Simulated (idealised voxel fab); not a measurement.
Presented below is a process module, voxel capacitor over wiring.
245 nm wide, 5 nm square cells: that's cross-section cut.
Square cells in a grid make up a cross-section in this document, and the grid is given as bands, listed from the top down, each one or more rows of cells. It is stipulated that each band's entry specify, in nanometres, the height of the top of the band and then that of its bottom, followed by the materials of the band in left-to-right sequence, each together with its width in nanometres. A single material marked by the word "all across" is understood to fill the band from edge to edge; the word "blank" is understood to denote empty space. Measure heights from 0. That's the level where, below it, the as-received wafer is all one material. The lowest band is bottomless and extends downward; write it as in "top 0, no bottom". The two numbers in a width such as "30->40" mark its ends across the band: the first belongs to the top row of cells, the second to the bottom row, and from each row to the next the width moves by the same amount. Basically "no modification" means that step didn't change any cell in the cross-section. The list in "Closed internal cavities" covers empty spaces of 8 cells or more that cannot reach the top through any open way, and it gives each as width x height at distance; the distance is from the left edge, and width, height and distance are in nm. Where a step's line continues beyond its settings, the continuation is a remark by the simulator itself on that step. When a step includes a mask, the "overlay nm" setting on its line states how far to the right of its planned place that mask lay, and negative values state how far to the left.

Process steps (planned)
1) RECEIVE, material Si
2) CONFORMAL_DEP, material SiO2, thk nm 15
3) CONFORMAL_DEP, material SiCN, thk nm 5
4) DIRECTIONAL_DEP, material lowk, thk nm 25
5) DIRECTIONAL_DEP, material aC, thk nm 15
6) PATTERN, tone open, mask id METAL_1, material resist, width nm 20, pitch nm 90, thk nm 35, overlay nm 0
7) DIRECTIONAL_ETCH, etch materials aC, depth nm 15
8) STRIP, etch materials resist
9) DIRECTIONAL_ETCH, etch materials lowk, depth nm 25
10) DIRECTIONAL_ETCH, etch materials SiCN, depth nm 5
11) STRIP, etch materials aC
12) CONFORMAL_DEP, material TiN, thk nm 5
13) FILL_DEP, material Cu, thk nm 5
14) CMP, height nm 45
15) EPI, material Ru, thk nm 5
16) FILL_DEP, material SiCN, thk nm 5
17) DIRECTIONAL_DEP, material SiO2, thk nm 20
18) PATTERN, tone open, mask id PLUG_1, material resist, width nm 15, thk nm 20, overlay nm 0
19) DIRECTIONAL_ETCH, etch materials SiO2, depth nm 20
20) DIRECTIONAL_ETCH, etch materials SiCN, depth nm 5
21) STRIP, etch materials resist
22) EPI, material Ru, thk nm 10
23) EPI, material Ru, thk nm 10
24) EPI, material Ru, thk nm 5
25) DIRECTIONAL_DEP, material TiN, thk nm 5
26) DIRECTIONAL_DEP, material Al2O3, thk nm 5
27) DIRECTIONAL_DEP, material TiN, thk nm 5
28) MASKED_ETCH, tone cover, mask id UPPER_PLATE, width nm 75, etch materials TiN, depth nm 5, overlay nm 0
29) MASKED_ETCH, tone cover, mask id UPPER_PLATE, width nm 75, etch materials Al2O3, depth nm 5, overlay nm 0
30) DIRECTIONAL_DEP, material aC, thk nm 15
31) PATTERN, tone cover, mask id LOWER_PLATE, material resist, width nm 85, thk nm 30, overlay nm 0
32) DIRECTIONAL_ETCH, etch materials aC, depth nm 15
33) STRIP, etch materials resist
34) DIRECTIONAL_ETCH, etch materials TiN, depth nm 5
35) STRIP, etch materials aC
36) FILL_DEP, material SiO2, thk nm 20
37) CMP, height nm 105
38) DIRECTIONAL_DEP, material aC, thk nm 15
39) PATTERN, tone open, mask id PLUG_2, material resist, width nm 15, thk nm 35, overlay nm 0
40) DIRECTIONAL_ETCH, etch materials aC, depth nm 15
41) STRIP, etch materials resist
42) DIRECTIONAL_ETCH, etch materials SiO2, depth nm 15
43) STRIP, etch materials aC
44) CONFORMAL_DEP, material TiN, thk nm 5
45) FILL_DEP, material Cu, thk nm 10
46) CMP, height nm 105
47) CONFORMAL_DEP, material SiN, thk nm 5

The first of the two wafers, which ran as planned

Incoming wafer in cross-section (state: after step 1)
> top 0, no bottom = Si all across
> Closed internal cavities: none

How the wafer stands in section after step 2
> top 15, bottom 0 = SiO2 all across
> Note: structure below 0 unchanged.

How the wafer stands in section after step 3
> top 20, bottom 15 = SiCN all across
> Note: structure below 15 unchanged.

How the wafer stands in section after step 4
> top 45, bottom 20 = lowk all across
> Note: structure below 20 unchanged.

How the wafer stands in section after step 5
> top 60, bottom 45 = aC all across
> Note: structure below 45 unchanged.

How the wafer stands in section after step 6
> top 95, bottom 60 = resist=65, then blank=20, then resist=70, then blank=20, then resist=70
> Note: structure below 60 unchanged.

How the wafer stands in section after step 7
> top 80, bottom 60 = resist=65, then blank=20, then resist=70, then blank=20, then resist=70
> top 60, bottom 45 = aC=65, then blank=20, then aC=70, then blank=20, then aC=70
> Note: structure below 45 unchanged.

How the wafer stands in section after step 8
> top 60, bottom 45 = aC=65, then blank=20, then aC=70, then blank=20, then aC=70
> Note: structure below 45 unchanged.

How the wafer stands in section after step 9
> top 60, bottom 45 = aC=65, then blank=20, then aC=70, then blank=20, then aC=70
> top 45, bottom 20 = lowk=65, then blank=20, then lowk=70, then blank=20, then lowk=70
> Note: structure below 20 unchanged.

How the wafer stands in section after step 10
> top 60, bottom 45 = aC=65, then blank=20, then aC=70, then blank=20, then aC=70
> top 45, bottom 20 = lowk=65, then blank=20, then lowk=70, then blank=20, then lowk=70
> top 20, bottom 15 = SiCN=65, then blank=20, then SiCN=70, then blank=20, then SiCN=70
> Note: structure below 15 unchanged.

How the wafer stands in section after step 11
> top 45, bottom 20 = lowk=65, then blank=20, then lowk=70, then blank=20, then lowk=70
> Note: structure below 20 unchanged.

How the wafer stands in section after step 12
> top 50, bottom 45 = TiN=70, then blank=10, then TiN=80, then blank=10, then TiN=75
> top 45, bottom 20 = lowk=65, then TiN=5, then blank=10, then TiN=5, then lowk=70, then TiN=5, then blank=10, then TiN=5, then lowk=70
> top 20, bottom 15 = SiCN=65, then TiN=20, then SiCN=70, then TiN=20, then SiCN=70
> Note: structure below 15 unchanged.

How the wafer stands in section after step 13
> top 55, bottom 50 = Cu all across
> top 50, bottom 45 = TiN=70, then Cu=10, then TiN=80, then Cu=10, then TiN=75
> top 45, bottom 20 = lowk=65, then TiN=5, then Cu=10, then TiN=5, then lowk=70, then TiN=5, then Cu=10, then TiN=5, then lowk=70
> Note: structure below 20 unchanged.

How the wafer stands in section after step 14
> top 45, bottom 20 = lowk=65, then TiN=5, then Cu=10, then TiN=5, then lowk=70, then TiN=5, then Cu=10, then TiN=5, then lowk=70
> Note: structure below 20 unchanged.

How the wafer stands in section after step 15
> top 50, bottom 45 = blank=60, then Ru=30, then blank=60, then Ru=30, then blank=65
> Note: structure below 45 unchanged.

How the wafer stands in section after step 16
> top 55, bottom 50 = SiCN all across
> top 50, bottom 45 = SiCN=60, then Ru=30, then SiCN=60, then Ru=30, then SiCN=65
> Note: structure below 45 unchanged.

How the wafer stands in section after step 17
> top 75, bottom 55 = SiO2 all across
> Note: structure below 55 unchanged.

How the wafer stands in section after step 18
> top 95, bottom 75 = resist=70, then blank=15, then resist=160
> Note: structure below 75 unchanged.

How the wafer stands in section after step 19
> top 95, bottom 75 = resist=70, then blank=15, then resist=160
> top 75, bottom 55 = SiO2=70, then blank=15, then SiO2=160
> Note: structure below 55 unchanged.

How the wafer stands in section after step 20
> top 95, bottom 75 = resist=70, then blank=15, then resist=160
> top 75, bottom 55 = SiO2=70, then blank=15, then SiO2=160
> top 55, bottom 50 = SiCN=70, then blank=15, then SiCN=160
> Note: structure below 50 unchanged.

How the wafer stands in section after step 21
> top 75, bottom 55 = SiO2=70, then blank=15, then SiO2=160
> Note: structure below 55 unchanged.

How the wafer stands in section after step 22
> top 75, bottom 60 = SiO2=70, then blank=15, then SiO2=160
> top 60, bottom 55 = SiO2=70, then Ru=15, then SiO2=160
> top 55, bottom 50 = SiCN=70, then Ru=15, then SiCN=160
> Note: structure below 50 unchanged.

How the wafer stands in section after step 23
> top 75, bottom 70 = SiO2=70, then blank=15, then SiO2=160
> top 70, bottom 55 = SiO2=70, then Ru=15, then SiO2=160
> Note: structure below 55 unchanged.

How the wafer stands in section after step 24
> top 75, bottom 55 = SiO2=70, then Ru=15, then SiO2=160
> Note: structure below 55 unchanged.

How the wafer stands in section after step 25
> top 80, bottom 75 = TiN all across
> Note: structure below 75 unchanged.

How the wafer stands in section after step 26
> top 85, bottom 80 = Al2O3 all across
> Note: structure below 80 unchanged.

How the wafer stands in section after step 27
> top 90, bottom 85 = TiN all across
> Note: structure below 85 unchanged.

How the wafer stands in section after step 28
> top 90, bottom 85 = blank=70, then TiN=75, then blank=100
> Note: structure below 85 unchanged.

How the wafer stands in section after step 29
> top 90, bottom 85 = blank=70, then TiN=75, then blank=100
> top 85, bottom 80 = blank=70, then Al2O3=75, then blank=100
> Note: structure below 80 unchanged.

How the wafer stands in section after step 30
> top 105, bottom 95 = blank=70, then aC=75, then blank=100
> top 95, bottom 90 = aC all across
> top 90, bottom 85 = aC=70, then TiN=75, then aC=100
> top 85, bottom 80 = aC=70, then Al2O3=75, then aC=100
> Note: structure below 80 unchanged.

How the wafer stands in section after step 31
> top 135, bottom 105 = blank=65, then resist=85, then blank=95
> top 105, bottom 95 = blank=65, then resist=5, then aC=75, then resist=5, then blank=95
> Note: structure below 95 unchanged.

How the wafer stands in section after step 32
> top 120, bottom 105 = blank=65, then resist=85, then blank=95
> top 105, bottom 95 = blank=65, then resist=5, then aC=75, then resist=5, then blank=95
> top 95, bottom 90 = blank=65, then aC=85, then blank=95
> top 90, bottom 85 = blank=65, then aC=5, then TiN=75, then aC=5, then blank=95
> top 85, bottom 80 = blank=65, then aC=5, then Al2O3=75, then aC=5, then blank=95
> Note: structure below 80 unchanged.

How the wafer stands in section after step 33
> top 105, bottom 95 = blank=70, then aC=75, then blank=100
> Note: structure below 95 unchanged.

How the wafer stands in section after step 34
> top 105, bottom 95 = blank=70, then aC=75, then blank=100
> top 95, bottom 90 = blank=65, then aC=85, then blank=95
> top 90, bottom 85 = blank=65, then aC=5, then TiN=75, then aC=5, then blank=95
> top 85, bottom 80 = blank=65, then aC=5, then Al2O3=75, then aC=5, then blank=95
> top 80, bottom 75 = blank=65, then TiN=85, then blank=95
> Note: structure below 75 unchanged.

How the wafer stands in section after step 35
> top 90, bottom 85 = blank=70, then TiN=75, then blank=100
> top 85, bottom 80 = blank=70, then Al2O3=75, then blank=100
> Note: structure below 80 unchanged.

How the wafer stands in section after step 36
> top 110, bottom 90 = SiO2 all across
> top 90, bottom 85 = SiO2=70, then TiN=75, then SiO2=100
> top 85, bottom 80 = SiO2=70, then Al2O3=75, then SiO2=100
> top 80, bottom 75 = SiO2=65, then TiN=85, then SiO2=95
> Note: structure below 75 unchanged.

How the wafer stands in section after step 37
> top 105, bottom 90 = SiO2 all across
> Note: structure below 90 unchanged.

How the wafer stands in section after step 38
> top 120, bottom 105 = aC all across
> Note: structure below 105 unchanged.

How the wafer stands in section after step 39
> top 155, bottom 120 = resist=80, then blank=15, then resist=150
> Note: structure below 120 unchanged.

How the wafer stands in section after step 40
> top 140, bottom 120 = resist=80, then blank=15, then resist=150
> top 120, bottom 105 = aC=80, then blank=15, then aC=150
> Note: structure below 105 unchanged.

How the wafer stands in section after step 41
> top 120, bottom 105 = aC=80, then blank=15, then aC=150
> Note: structure below 105 unchanged.

How the wafer stands in section after step 42
> top 120, bottom 105 = aC=80, then blank=15, then aC=150
> top 105, bottom 90 = SiO2=80, then blank=15, then SiO2=150
> Note: structure below 90 unchanged.

How the wafer stands in section after step 43
> top 105, bottom 90 = SiO2=80, then blank=15, then SiO2=150
> Note: structure below 90 unchanged.

How the wafer stands in section after step 44
> top 110, bottom 105 = TiN=85, then blank=5, then TiN=155
> top 105, bottom 95 = SiO2=80, then TiN=5, then blank=5, then TiN=5, then SiO2=150
> top 95, bottom 85 = SiO2=80->70, then TiN=15->75, then SiO2=150->100
> Note: structure below 85 unchanged.

How the wafer stands in section after step 45
> top 120, bottom 110 = Cu all across
> top 110, bottom 105 = TiN=85, then Cu=5, then TiN=155
> top 105, bottom 95 = SiO2=80, then TiN=5, then Cu=5, then TiN=5, then SiO2=150
> Note: structure below 95 unchanged.

How the wafer stands in section after step 46
> top 105, bottom 95 = SiO2=80, then TiN=5, then Cu=5, then TiN=5, then SiO2=150
> Note: structure below 95 unchanged.

How the wafer stands in section after step 47
> top 110, bottom 105 = SiN all across
> Note: structure below 105 unchanged.

Second wafer. Start and plan as for the first. One mistake made in running. Agrees with the first up to and including step 45

X-section, second wafer, when step 46 was due to finish: no modification

X-section, second wafer, when step 47 was due to finish
> top 125, bottom 120 = SiN all across
> Note: structure below 120 unchanged.
Deviation noted in wafer processing: the plan's step 46 was left out and never carried out
Per the end-of-run cell counts, the second wafer holds more or fewer of some materials than the first: Cu: 99 more | TiN: 48 more
